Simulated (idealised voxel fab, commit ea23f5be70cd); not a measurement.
The following is a process module called voxel ribs on slabs.
Xsec cut, 270 nm wide, square cell size 5 nm.
If you're reading a cross-section in this doc, picture square cells in a grid; it comes to you as bands, top ones listed first down to the bottom, and a band can be one or more rows of cells. Look at the band entry: it leads with the top's height and the bottom's height in nm. Then it lists the materials left to right, with a width in nm for each. The word "full width" on a single material says that material fills the band edge to edge. The word "air" is empty space. Heads up on the height convention: 0 is the point under which the incoming wafer is all one material, and the lowest band has no bottom, it just keeps going down, like "0..down". A two-number width, for instance "30->40", indicates that the width is equal to the first number in the top row of the band and to the second number in the bottom row, and that it changes by a constant amount per row of cells. When a step is marked "nothing different", none of the cells in the cross-section changed during that step. The entry titled "Completely sealed voids" provides the empty spaces that have no open way to the top, restricted to those of 8 cells or more. Each is presented as width x height at distance, the distance being measured from the left edge, with all three in nm. Where a step's line continues beyond its settings, the continuation is a remark by the simulator itself on that step. The line of a step may include "overlay nm". On a step with a mask, this value is how far to the right of its planned place the mask lay. A negative value means the mask lay to the left.

**Planned step list for the process**
1,RECEIVE,material Si
2,DIRECTIONAL_DEP,material SiO2,thk nm 25
3,DIRECTIONAL_DEP,material polySi,thk nm 15
4,MASKED_ETCH,tone cover,mask id RIB,width nm 20,etch materials polySi,depth nm 5,overlay nm 0
5,MASKED_ETCH,tone cover,mask id SLAB,width nm 80,etch materials polySi,depth nm 10,overlay nm 0
6,FILL_DEP,material SiO2,thk nm 15
7,CMP,height nm 50
8,DIRECTIONAL_DEP,material TiN,thk nm 10
9,DIRECTIONAL_DEP,material aC,thk nm 10
10,PATTERN,tone cover,mask id HEATER,material resist,width nm 30,thk nm 25,overlay nm 0
11,DIRECTIONAL_ETCH,etch materials aC,depth nm 10
12,STRIP,etch materials resist
13,DIRECTIONAL_ETCH,etch materials TiN,depth nm 10
14,STRIP,etch materials aC
15,CONFORMAL_DEP,material SiN,thk nm 5

**This is the cross-section of the wafer as we received it, i.e. after step 1**
> 0..down | Si full width
> Completely sealed voids: none

**Same starting wafer, same plan as above, one mistake in the execution; this is the cross-section at the end of the module**
> 65..60 | air 115 | SiN 40 | air 115
> 60..55 | air 115 | SiN 5 | TiN 30 | SiN 5 | air 115
> 55..50 | SiN 120 | TiN 30 | SiN 120
> 50..45 | SiO2 125 | polySi 20 | SiO2 125
> 45..35 | SiO2 95 | polySi 80 | SiO2 95
> 35..0 | SiO2 full width
> 0..down | Si full width
> Completely sealed voids: none
Diagnosis: step 2 was not run as planned; what actually ran was DIRECTIONAL_DEP,material SiO2,thk nm 35
